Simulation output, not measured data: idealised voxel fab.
The name of this process module is voxel tone inversion.
The cross-section shown here is cut; it is 260 nm wide and divided into square cells measuring 5 nm on a side.
A cross-section is a grid of square cells, given in bands from the top down. A band is one or more rows of cells.
Each band's line starts with the height of the band's top and of its bottom, in nm. Then come its materials from left to right, each with its width in nm. One material with "edge to edge" fills the band from edge to edge. "empty" is empty space.
Convention: height 0 is the level below which the wafer, as received, is all one material. The lowest band does not terminate at the bottom but continues downward, represented as "top 0, no bottom".
The two numbers in a width such as "30->40" mark its ends across the band: the first belongs to the top row of cells, the second to the bottom row, and from each row to the next the width moves by the same amount.
It should be understood that the words "nothing got changed", when stated for a given step, signify that the cross-section underwent no change in any of its cells during that step.
Heads up: "Sealed cavities" only lists the empty pockets with no open path to the top that are 8 cells or more, and it writes them as width x height at distance, distance from the left edge, in nm.
Step line, after settings: the simulator's comment on this step.
Steps that use a mask can have "overlay nm" on their line. It says how far the mask sat to the right of where it was meant to be. Negative means to the left.

PROCESS STEPS (PLANNED)
1,RECEIVE (material Si)
2,CONFORMAL_DEP (material SiCN; thk nm 5)
3,DIRECTIONAL_DEP (material polySi; thk nm 20)
4,PATTERN (tone cover; mask id POSTS; material resist; width nm 15; pitch nm 40; thk nm 25; overlay nm 0)
5,DIRECTIONAL_ETCH (etch materials polySi; depth nm 20)
6,STRIP (etch materials resist)
7,FILL_DEP (material lowk; thk nm 10)
8,CMP (height nm 25)
9,STRIP (etch materials polySi)
10,CONFORMAL_DEP (material TiN; thk nm 5)
11,FILL_DEP (material W; thk nm 5)
12,CMP (height nm 25)
13,CONFORMAL_DEP (material SiN; thk nm 5)
Every wafer here starts from the same state; it is the step 4 width nm that distinguishes them, and the value the plan gives belongs to the first wafer.

CROSS-SECTION: THE FIRST OF SEVERAL WAFERS IN ITS AS-RECEIVED STATE, I.E. FOLLOWING STEP 1
top 0, no bottom = Si edge to edge
Sealed cavities: none

ROW PER WAFER, END-OF-MODULE: CELL GAIN (+)/LOSS (-) BY MATERIAL SINCE THE WAFER CAME IN, THEN CLOSED VOIDS
width nm 15; +52 SiCN; +52 SiN; +18 TiN; +6 W; +184 lowk; Sealed cavities: none
width nm 20; +52 SiCN; +52 SiN; +20 TiN; +12 W; +176 lowk; Sealed cavities: none
width nm 25; +52 SiCN; +52 SiN; +22 TiN; +18 W; +168 lowk; Sealed cavities: none
